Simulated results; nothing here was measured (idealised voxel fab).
Documented hereafter: the process module known as voxel self aligned vias.
For reference, the cross-section in this document is cut, with width 280 nm and square cells of 5 nm.
In what follows, cross-sections appear as grids of square cells, described through bands that run from the top down, where every band is one or more rows of cells. Heights first: top, then bottom, in nm. Then materials, left to right, each with a width in nm. "all across" on a single material: fills the band edge to edge. "air": empty space. Basically, 0 is our baseline, since under it the wafer straight out of the box is all one material. The bottom band has no lower end and keeps on going down, so it looks like "0 and below". Width: "30..40" (first number = top row, second number = bottom row, same change from row to row of cells). Where the words "everything unchanged" appear for a step, the cross-section shows no cell changed by that step; every cell remained as before. Enclosed voids (no open way to top), threshold 8 cells or more, entry "Unvented internal voids", notation width x height at distance, distance from left edge, nm. Formally, on a step line, whatever follows the settings is a remark that the simulator itself makes on the step. A step's line can hold "overlay nm"; with a mask on that step, the setting says how far right of the planned place the mask lay, while a negative setting says it lay to the left.

[Here's what the planned process steps look like]
- 1: RECEIVE (material Si)
- 2: CONFORMAL_DEP (material SiO2; thk nm 10)
- 3: CONFORMAL_DEP (material SiCN; thk nm 5)
- 4: DIRECTIONAL_DEP (material lowk; thk nm 20)
- 5: DIRECTIONAL_DEP (material aC; thk nm 10)
- 6: PATTERN (tone open; mask id LINES; material resist; width nm 30; pitch nm 65; thk nm 30; overlay nm 0)
- 7: DIRECTIONAL_ETCH (etch materials aC; depth nm 10)
- 8: STRIP (etch materials resist)
- 9: DIRECTIONAL_ETCH (etch materials lowk; depth nm 20)
- 10: STRIP (etch materials aC)
- 11: CONFORMAL_DEP (material TiN; thk nm 5)
- 12: FILL_DEP (material W; thk nm 10)
- 13: CMP (height nm 35)
- 14: SELECTIVE_ETCH (etch materials W Ru TiN; depth nm 5)
- 15: FILL_DEP (material SiN; thk nm 5)
- 16: CMP (height nm 35)
- 17: DIRECTIONAL_DEP (material lowk; thk nm 20)
- 18: PATTERN (tone open; mask id VIAS; material resist; width nm 40; thk nm 20; overlay nm 0)
- 19: DIRECTIONAL_ETCH (etch materials lowk; depth nm 20)
- 20: DIRECTIONAL_ETCH (etch materials SiN; depth nm 5)
- 21: STRIP (etch materials resist)
- 22: CONFORMAL_DEP (material TiN; thk nm 5)
- 23: FILL_DEP (material Cu; thk nm 5)
- 24: CMP (height nm 55)
- 25: CONFORMAL_DEP (material SiN; thk nm 5)

[The first of two wafers, run as planned]

[As-received wafer cross-section (after step 1)]
0 and below | Si all across
Unvented internal voids: none

[Wafer section view after processing step 2]
10 down to 0 | SiO2 all across
Lower than 0, everything is as it was.

[Wafer section view after processing step 3]
15 down to 10 | SiCN all across
Lower than 10, everything is as it was.

[Wafer section view after processing step 4]
35 down to 15 | lowk all across
Lower than 15, everything is as it was.

[Wafer section view after processing step 5]
45 down to 35 | aC all across
Lower than 35, everything is as it was.

[Wafer section view after processing step 6]
75 down to 45 | 90 nm resist  30 nm air  35 nm resist  30 nm air  95 nm resist
Lower than 45, everything is as it was.

[Wafer section view after processing step 7]
65 down to 45 | 90 nm resist  30 nm air  35 nm resist  30 nm air  95 nm resist
45 down to 35 | 90 nm aC  30 nm air  35 nm aC  30 nm air  95 nm aC
Lower than 35, everything is as it was.

[Wafer section view after processing step 8]
45 down to 35 | 90 nm aC  30 nm air  35 nm aC  30 nm air  95 nm aC
Lower than 35, everything is as it was.

[Wafer section view after processing step 9]
45 down to 35 | 90 nm aC  30 nm air  35 nm aC  30 nm air  95 nm aC
35 down to 15 | 90 nm lowk  30 nm air  35 nm lowk  30 nm air  95 nm lowk
Lower than 15, everything is as it was.

[Wafer section view after processing step 10]
35 down to 15 | 90 nm lowk  30 nm air  35 nm lowk  30 nm air  95 nm lowk
Lower than 15, everything is as it was.

[Wafer section view after processing step 11]
40 down to 35 | 95 nm TiN  20 nm air  45 nm TiN  20 nm air  100 nm TiN
35 down to 20 | 90 nm lowk  5 nm TiN  20 nm air  5 nm TiN  35 nm lowk  5 nm TiN  20 nm air  5 nm TiN  95 nm lowk
20 down to 15 | 90 nm lowk  30 nm TiN  35 nm lowk  30 nm TiN  95 nm lowk
Lower than 15, everything is as it was.

[Wafer section view after processing step 12]
50 down to 40 | W all across
40 down to 35 | 95 nm TiN  20 nm W  45 nm TiN  20 nm W  100 nm TiN
35 down to 20 | 90 nm lowk  5 nm TiN  20 nm W  5 nm TiN  35 nm lowk  5 nm TiN  20 nm W  5 nm TiN  95 nm lowk
Lower than 20, everything is as it was.

[Wafer section view after processing step 13]
35 down to 20 | 90 nm lowk  5 nm TiN  20 nm W  5 nm TiN  35 nm lowk  5 nm TiN  20 nm W  5 nm TiN  95 nm lowk
Lower than 20, everything is as it was.

[Wafer section view after processing step 14]
35 down to 30 | 90 nm lowk  30 nm air  35 nm lowk  30 nm air  95 nm lowk
Lower than 30, everything is as it was.

[Wafer section view after processing step 15]
40 down to 35 | SiN all across
35 down to 30 | 90 nm lowk  30 nm SiN  35 nm lowk  30 nm SiN  95 nm lowk
Lower than 30, everything is as it was.

[Wafer section view after processing step 16]
35 down to 30 | 90 nm lowk  30 nm SiN  35 nm lowk  30 nm SiN  95 nm lowk
Lower than 30, everything is as it was.

[Wafer section view after processing step 17]
55 down to 35 | lowk all across
Lower than 35, everything is as it was.

[Wafer section view after processing step 18]
75 down to 55 | 85 nm resist  40 nm air  155 nm resist
Lower than 55, everything is as it was.

[Wafer section view after processing step 19]
75 down to 55 | 85 nm resist  40 nm air  155 nm resist
55 down to 35 | 85 nm lowk  40 nm air  155 nm lowk
Lower than 35, everything is as it was.

[Wafer section view after processing step 20]
75 down to 55 | 85 nm resist  40 nm air  155 nm resist
55 down to 35 | 85 nm lowk  40 nm air  155 nm lowk
35 down to 30 | 90 nm lowk  30 nm air  35 nm lowk  30 nm SiN  95 nm lowk
Lower than 30, everything is as it was.

[Wafer section view after processing step 21]
55 down to 35 | 85 nm lowk  40 nm air  155 nm lowk
Lower than 35, everything is as it was.

[Wafer section view after processing step 22]
60 down to 55 | 90 nm TiN  30 nm air  160 nm TiN
55 down to 40 | 85 nm lowk  5 nm TiN  30 nm air  5 nm TiN  155 nm lowk
40 down to 35 | 85 nm lowk  10 nm TiN  20 nm air  10 nm TiN  155 nm lowk
35 down to 30 | 90 nm lowk  30 nm TiN  35 nm lowk  30 nm SiN  95 nm lowk
Lower than 30, everything is as it was.

[Wafer section view after processing step 23]
65 down to 60 | Cu all across
60 down to 55 | 90 nm TiN  30 nm Cu  160 nm TiN
55 down to 40 | 85 nm lowk  5 nm TiN  30 nm Cu  5 nm TiN  155 nm lowk
40 down to 35 | 85 nm lowk  10 nm TiN  20 nm Cu  10 nm TiN  155 nm lowk
Lower than 35, everything is as it was.

[Wafer section view after processing step 24]
55 down to 40 | 85 nm lowk  5 nm TiN  30 nm Cu  5 nm TiN  155 nm lowk
Lower than 40, everything is as it was.

[Wafer section view after processing step 25]
60 down to 55 | SiN all across
Lower than 55, everything is as it was.

[second wafer: like start, like plan, one mistake. Through step 18 it matches the first wafer]

[Second wafer cross-section, taken as of the time the plan sets for step 19 to be done]
75 down to 55 | 85 nm resist  40 nm air  155 nm resist
55 down to 35 | 85 nm lowk  40 nm air  155 nm lowk
35 down to 30 | 85 nm lowk  5 nm air  30 nm SiN  5 nm air  30 nm lowk  30 nm SiN  95 nm lowk
30 down to 20 | 85 nm lowk  5 nm air  5 nm TiN  20 nm W  5 nm TiN  5 nm air  30 nm lowk  5 nm TiN  20 nm W  5 nm TiN  95 nm lowk
20 down to 15 | 85 nm lowk  5 nm air  30 nm TiN  5 nm air  30 nm lowk  30 nm TiN  95 nm lowk
Lower than 15, everything is as it was.

[Second wafer cross-section, taken as of the time the plan sets for step 20 to be done]
75 down to 55 | 85 nm resist  40 nm air  155 nm resist
55 down to 35 | 85 nm lowk  40 nm air  155 nm lowk
35 down to 30 | 85 nm lowk  40 nm air  30 nm lowk  30 nm SiN  95 nm lowk
Lower than 30, everything is as it was.

[Second wafer cross-section, taken as of the time the plan sets for step 21 to be done]
55 down to 35 | 85 nm lowk  40 nm air  155 nm lowk
Lower than 35, everything is as it was.

[Second wafer cross-section, taken as of the time the plan sets for step 22 to be done]
60 down to 55 | 90 nm TiN  30 nm air  160 nm TiN
55 down to 35 | 85 nm lowk  5 nm TiN  30 nm air  5 nm TiN  155 nm lowk
35 down to 30 | 85 nm lowk  40 nm TiN  30 nm lowk  30 nm SiN  95 nm lowk
30 down to 20 | 85 nm lowk  10 nm TiN  20 nm W  10 nm TiN  30 nm lowk  5 nm TiN  20 nm W  5 nm TiN  95 nm lowk
20 down to 15 | 85 nm lowk  40 nm TiN  30 nm lowk  30 nm TiN  95 nm lowk
Lower than 15, everything is as it was.

[Second wafer cross-section, taken as of the time the plan sets for step 23 to be done]
65 down to 60 | Cu all across
60 down to 55 | 90 nm TiN  30 nm Cu  160 nm TiN
55 down to 35 | 85 nm lowk  5 nm TiN  30 nm Cu  5 nm TiN  155 nm lowk
Lower than 35, everything is as it was.

[Second wafer cross-section, taken as of the time the plan sets for step 24 to be done]
55 down to 35 | 85 nm lowk  5 nm TiN  30 nm Cu  5 nm TiN  155 nm lowk
Lower than 35, everything is as it was.

[Second wafer cross-section, taken as of the time the plan sets for step 25 to be done]
60 down to 55 | SiN all across
Lower than 55, everything is as it was.
Run error: the plan had its step 19 run twice
Final tally in cells, some materials are higher or lower on the second wafer than on the first: +2 Cu; +6 TiN; -8 lowk
